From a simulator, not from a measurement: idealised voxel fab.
process module | voxel air gaps
cross-section cut | 250 nm wide | cells 5 nm
A cross-section is a grid of square cells, given in bands from the top down. A band is one or more rows of cells.
Each band's line starts with the height of the band's top and of its bottom, in nm. Then come its materials from left to right, each with its width in nm. One material with "throughout" fills the band from edge to edge. "air" is empty space.
Height 0 is the level under which the wafer as received is all one material. The lowest band goes on downwards, as in "0 down".
A width such as "30 to 40" changes by the same amount from each row of cells to the next, from the band's top row to its bottom row.
"no change" after a step means that no cell of the cross-section changed.
closed voids: empty space of 8 cells or more with no open way to the top, each as width x height at its distance from the left edge, in nm
after a step's settings: what the simulator itself notes on the step
overlay nm, on a step with a mask: how far to the right of its planned place the mask lay; to the left if negative
plan
1 op RECEIVE | material Si
2 op CONFORMAL_DEP | material SiO2 | thk nm 10
3 op CONFORMAL_DEP | material SiN | thk nm 5
4 op DIRECTIONAL_DEP | material lowk | thk nm 30
5 op DIRECTIONAL_DEP | material aC | thk nm 15
6 op PATTERN | tone open | mask id LINES | material resist | width nm 15 | pitch nm 40 | thk nm 35 | overlay nm 0
7 op DIRECTIONAL_ETCH | etch materials aC | depth nm 15
8 op STRIP | etch materials resist
9 op DIRECTIONAL_ETCH | etch materials lowk | depth nm 30
10 op STRIP | etch materials aC
11 op CONFORMAL_DEP | material TiN | thk nm 5
12 op FILL_DEP | material Cu | thk nm 5
13 op CMP | height nm 45
14 op EPI | material Ru | thk nm 10
15 op SELECTIVE_ETCH | etch materials lowk | depth nm 40
16 op CONFORMAL_DEP | material SiN | thk nm 5
as received, after step 1
  0 down: Si throughout
  closed voids: none
first wafer at the end, as planned
  60 to 55: air 40 | SiN 165 | air 45
  55 to 45: air 40 | SiN 5 | Ru 35 | SiN 5 | Ru 35 | SiN 5 | Ru 35 | SiN 5 | Ru 35 | SiN 5 | air 45
  45 to 40: air 40 | SiN 15 | TiN 5 | Cu 5 | TiN 5 | SiN 25 | TiN 5 | Cu 5 | TiN 5 | SiN 25 | TiN 5 | Cu 5 | TiN 5 | SiN 25 | TiN 5 | Cu 5 | TiN 5 | SiN 15 | air 45
  40 to 20: air 50 | SiN 5 | TiN 5 | Cu 5 | TiN 5 | SiN 5 | air 15 | SiN 5 | TiN 5 | Cu 5 | TiN 5 | SiN 5 | air 15 | SiN 5 | TiN 5 | Cu 5 | TiN 5 | SiN 5 | air 15 | SiN 5 | TiN 5 | Cu 5 | TiN 5 | SiN 5 | air 55
  20 to 15: SiN 55 | TiN 15 | SiN 25 | TiN 15 | SiN 25 | TiN 15 | SiN 25 | TiN 15 | SiN 60
  15 to 10: SiN throughout
  10 to 0: SiO2 throughout
  0 down: Si throughout
  closed voids: 15 x 20 at 75; 15 x 20 at 115; 15 x 20 at 155
second wafer at the end: like start, like plan, one mistake
  60 to 55: SiN throughout
  55 to 45: Ru throughout
  45 to 40: Cu throughout
  40 to 35: TiN 60 | Cu 5 | TiN 35 | Cu 5 | TiN 35 | Cu 5 | TiN 35 | Cu 5 | TiN 65
  35 to 20: lowk 55 | TiN 5 | Cu 5 | TiN 5 | lowk 25 | TiN 5 | Cu 5 | TiN 5 | lowk 25 | TiN 5 | Cu 5 | TiN 5 | lowk 25 | TiN 5 | Cu 5 | TiN 5 | lowk 60
  20 to 15: lowk 55 | TiN 15 | lowk 25 | TiN 15 | lowk 25 | TiN 15 | lowk 25 | TiN 15 | lowk 60
  15 to 10: SiN throughout
  10 to 0: SiO2 throughout
  0 down: Si throughout
  closed voids: none
what went wrong: step 4 ran as: op DIRECTIONAL_DEP | material lowk | thk nm 20
at the end the second wafer has, in cells: 46 more of Cu | 44 more of Ru | 84 fewer of SiN | 30 more of TiN | 152 more of lowk
closed voids at the end (first wafer, second wafer): 3, 0
